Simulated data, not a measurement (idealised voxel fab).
Process module in this document: voxel wiring stack
The width of the displayed cross-section, cut, is 235 nm; its cells are square, with a size of 5 nm.
We lay out every cross-section as a grid of square cells and spell it out in bands from the top down, where one band means one or more rows of cells.
This entry defines a band. It first specifies the height of the band's top and the height of its bottom in nm, and then specifies the band's materials from left to right, stating each material with its width in nm. The word "everywhere" identifies a single material that fills the band from edge to edge, while the word "blank" identifies empty space.
Height reference: 0 = level under which incoming wafer is all one material. Lowest band: no bottom, runs on downward, e.g. "z 0 and below".
You'd read "30 to 40" like this: the band's top row of cells is as wide as the first number, its bottom row is as wide as the second, and going down, every row changes width by the same amount as the row before did.
"everything unchanged" for a step: no cell of the cross-section changed in that step.
Heads up: "Cavities, sealed" only lists the empty pockets with no open path to the top that are 8 cells or more, and it writes them as width x height at distance, distance from the left edge, in nm.
Text after the settings on a step's line: the simulator's own remark on that step.
overlay nm: mask right of planned place by this much (step with mask). Neg. = left.

Set out below are the planned steps of the process:
1. RECEIVE,material Si
2. CONFORMAL_DEP,material SiO2,thk nm 10
3. DIRECTIONAL_DEP,material TiN,thk nm 5
4. DIRECTIONAL_DEP,material W,thk nm 20
5. PATTERN,tone cover,mask id METAL_1,material resist,width nm 20,pitch nm 40,thk nm 20,overlay nm -15
6. DIRECTIONAL_ETCH,etch materials W,depth nm 20
7. DIRECTIONAL_ETCH,etch materials TiN,depth nm 5
8. STRIP,etch materials resist
9. FILL_DEP,material lowk,thk nm 5
10. CMP,height nm 35
11. CONFORMAL_DEP,material SiCN,thk nm 5
12. DIRECTIONAL_DEP,material lowk,thk nm 30
13. PATTERN,tone open,mask id METAL_2,material resist,width nm 20,pitch nm 40,thk nm 20,overlay nm 0
14. DIRECTIONAL_ETCH,etch materials lowk,depth nm 20
15. STRIP,etch materials resist
16. MASKED_ETCH,tone open,mask id METAL_2_HOLES,width nm 15,etch materials lowk,depth nm 10,overlay nm 0
17. MASKED_ETCH,tone open,mask id METAL_2_HOLES,width nm 15,etch materials SiCN,depth nm 5,overlay nm 0
18. CONFORMAL_DEP,material TiN,thk nm 5
19. FILL_DEP,material Cu,thk nm 5
20. CMP,height nm 70
21. CONFORMAL_DEP,material SiCN,thk nm 5
22. DIRECTIONAL_DEP,material lowk,thk nm 35
23. DIRECTIONAL_DEP,material aC,thk nm 10
24. PATTERN,tone open,mask id METAL_3,material resist,width nm 20,pitch nm 40,thk nm 30,overlay nm 0
25. DIRECTIONAL_ETCH,etch materials aC,depth nm 10
26. STRIP,etch materials resist
27. DIRECTIONAL_ETCH,etch materials lowk,depth nm 20
28. STRIP,etch materials aC
29. DIRECTIONAL_DEP,material aC,thk nm 15
30. PATTERN,tone open,mask id METAL_3_HOLES,material resist,width nm 15,thk nm 35,overlay nm 0
31. DIRECTIONAL_ETCH,etch materials aC,depth nm 15
32. STRIP,etch materials resist
33. DIRECTIONAL_ETCH,etch materials lowk,depth nm 15
34. DIRECTIONAL_ETCH,etch materials SiCN,depth nm 5
35. STRIP,etch materials aC
36. CONFORMAL_DEP,material TiN,thk nm 5
37. FILL_DEP,material Cu,thk nm 5
38. CMP,height nm 110
39. CONFORMAL_DEP,material SiCN,thk nm 5
40. DIRECTIONAL_DEP,material lowk,thk nm 10
41. MASKED_ETCH,tone open,mask id PLUG_3,width nm 15,pitch nm 40,etch materials lowk,depth nm 10,overlay nm 0
42. MASKED_ETCH,tone open,mask id PLUG_3,width nm 15,pitch nm 40,etch materials SiCN,depth nm 5,overlay nm 0
43. EPI,material Ru,thk nm 10
44. EPI,material Ru,thk nm 5
45. CONFORMAL_DEP,material SiN,thk nm 5
46. DIRECTIONAL_DEP,material lowk,thk nm 20
47. MASKED_ETCH,tone open,mask id METAL_4,width nm 20,pitch nm 40,etch materials lowk,depth nm 20,overlay nm 0
48. MASKED_ETCH,tone open,mask id METAL_4,width nm 20,pitch nm 40,etch materials SiN,depth nm 5,overlay nm 0
49. CONFORMAL_DEP,material TiN,thk nm 5
50. FILL_DEP,material Ru,thk nm 5
51. CMP,height nm 150
52. EPI,material Ru,thk nm 5
53. FILL_DEP,material SiCN,thk nm 5
varied across the wafers: overlay nm of step 5. The plan shows the first wafer's value. All wafers start alike

The first of several wafers in cross-section, exactly as it reached us after step 1:
z 0 and below: Si everywhere
Cavities, sealed: none

Quick look at the cross-section of the first of several wafers after step 53, which wraps up the module:
z 160 to 155: SiCN everywhere
z 155 to 150: 80 nm SiCN; 30 nm Ru; 10 nm SiCN; 30 nm Ru; 85 nm SiCN
z 150 to 130: 85 nm lowk; 5 nm TiN; 10 nm Ru; 5 nm TiN; 20 nm lowk; 5 nm TiN; 10 nm Ru; 5 nm TiN; 90 nm lowk
z 130 to 125: 85 nm SiN; 20 nm TiN; 20 nm SiN; 20 nm TiN; 90 nm SiN
z 125 to 115: 85 nm lowk; 15 nm Ru; 25 nm lowk; 15 nm Ru; 95 nm lowk
z 115 to 110: 85 nm SiCN; 15 nm Ru; 25 nm SiCN; 15 nm Ru; 95 nm SiCN
z 110 to 95: 85 nm lowk; 5 nm TiN; 10 nm Cu; 5 nm TiN; 20 nm lowk; 5 nm TiN; 10 nm Cu; 5 nm TiN; 90 nm lowk
z 95 to 90: 85 nm lowk; 5 nm TiN; 5 nm Cu; 10 nm TiN; 20 nm lowk; 20 nm TiN; 90 nm lowk
z 90 to 75: 85 nm lowk; 5 nm TiN; 5 nm Cu; 5 nm TiN; 135 nm lowk
z 75 to 70: 85 nm SiCN; 15 nm TiN; 135 nm SiCN
z 70 to 55: 85 nm lowk; 5 nm TiN; 10 nm Cu; 5 nm TiN; 20 nm lowk; 5 nm TiN; 10 nm Cu; 5 nm TiN; 90 nm lowk
z 55 to 50: 85 nm lowk; 5 nm TiN; 5 nm Cu; 10 nm TiN; 20 nm lowk; 20 nm TiN; 90 nm lowk
z 50 to 40: 85 nm lowk; 5 nm TiN; 5 nm Cu; 5 nm TiN; 135 nm lowk
z 40 to 35: 85 nm SiCN; 15 nm TiN; 135 nm SiCN
z 35 to 15: 70 nm lowk; 20 nm W; 20 nm lowk; 20 nm W; 105 nm lowk
z 15 to 10: 70 nm lowk; 20 nm TiN; 20 nm lowk; 20 nm TiN; 105 nm lowk
z 10 to 0: SiO2 everywhere
z 0 and below: Si everywhere
Cavities, sealed: none

Final wafer cross-section at module end:
z 160 to 155: SiCN everywhere
z 155 to 150: 80 nm SiCN; 30 nm Ru; 10 nm SiCN; 30 nm Ru; 85 nm SiCN
z 150 to 130: 85 nm lowk; 5 nm TiN; 10 nm Ru; 5 nm TiN; 20 nm lowk; 5 nm TiN; 10 nm Ru; 5 nm TiN; 90 nm lowk
z 130 to 125: 85 nm SiN; 20 nm TiN; 20 nm SiN; 20 nm TiN; 90 nm SiN
z 125 to 115: 85 nm lowk; 15 nm Ru; 25 nm lowk; 15 nm Ru; 95 nm lowk
z 115 to 110: 85 nm SiCN; 15 nm Ru; 25 nm SiCN; 15 nm Ru; 95 nm SiCN
z 110 to 95: 85 nm lowk; 5 nm TiN; 10 nm Cu; 5 nm TiN; 20 nm lowk; 5 nm TiN; 10 nm Cu; 5 nm TiN; 90 nm lowk
z 95 to 90: 85 nm lowk; 5 nm TiN; 5 nm Cu; 10 nm TiN; 20 nm lowk; 20 nm TiN; 90 nm lowk
z 90 to 75: 85 nm lowk; 5 nm TiN; 5 nm Cu; 5 nm TiN; 135 nm lowk
z 75 to 70: 85 nm SiCN; 15 nm TiN; 135 nm SiCN
z 70 to 55: 85 nm lowk; 5 nm TiN; 10 nm Cu; 5 nm TiN; 20 nm lowk; 5 nm TiN; 10 nm Cu; 5 nm TiN; 90 nm lowk
z 55 to 50: 85 nm lowk; 5 nm TiN; 5 nm Cu; 10 nm TiN; 20 nm lowk; 20 nm TiN; 90 nm lowk
z 50 to 40: 85 nm lowk; 5 nm TiN; 5 nm Cu; 5 nm TiN; 135 nm lowk
z 40 to 35: 85 nm SiCN; 15 nm TiN; 135 nm SiCN
z 35 to 15: 100 nm lowk; 20 nm W; 20 nm lowk; 20 nm W; 75 nm lowk
z 15 to 10: 100 nm lowk; 20 nm TiN; 20 nm lowk; 20 nm TiN; 75 nm lowk
z 10 to 0: SiO2 everywhere
z 0 and below: Si everywhere
Cavities, sealed: none

Basically each wafer gets a line in the table, showing it at the end of the module: material by material, the cells it gained (+) or lost (-) since we got it, then its closed voids:
overlay nm -15, +31 Cu, +46 Ru, +211 SiCN, +39 SiN, +94 SiO2, +86 TiN, +32 W, +965 lowk, Cavities, sealed: none
overlay nm -10, +31 Cu, +46 Ru, +211 SiCN, +39 SiN, +94 SiO2, +86 TiN, +32 W, +965 lowk, Cavities, sealed: none
overlay nm -5, +31 Cu, +46 Ru, +211 SiCN, +39 SiN, +94 SiO2, +86 TiN, +32 W, +965 lowk, Cavities, sealed: none
overlay nm 0, +31 Cu, +46 Ru, +211 SiCN, +39 SiN, +94 SiO2, +86 TiN, +32 W, +965 lowk, Cavities, sealed: none
overlay nm 5, +31 Cu, +46 Ru, +211 SiCN, +39 SiN, +94 SiO2, +86 TiN, +32 W, +965 lowk, Cavities, sealed: none
overlay nm 10, +31 Cu, +46 Ru, +211 SiCN, +39 SiN, +94 SiO2, +86 TiN, +32 W, +965 lowk, Cavities, sealed: none
overlay nm 15, +31 Cu, +46 Ru, +211 SiCN, +39 SiN, +94 SiO2, +86 TiN, +32 W, +965 lowk, Cavities, sealed: none
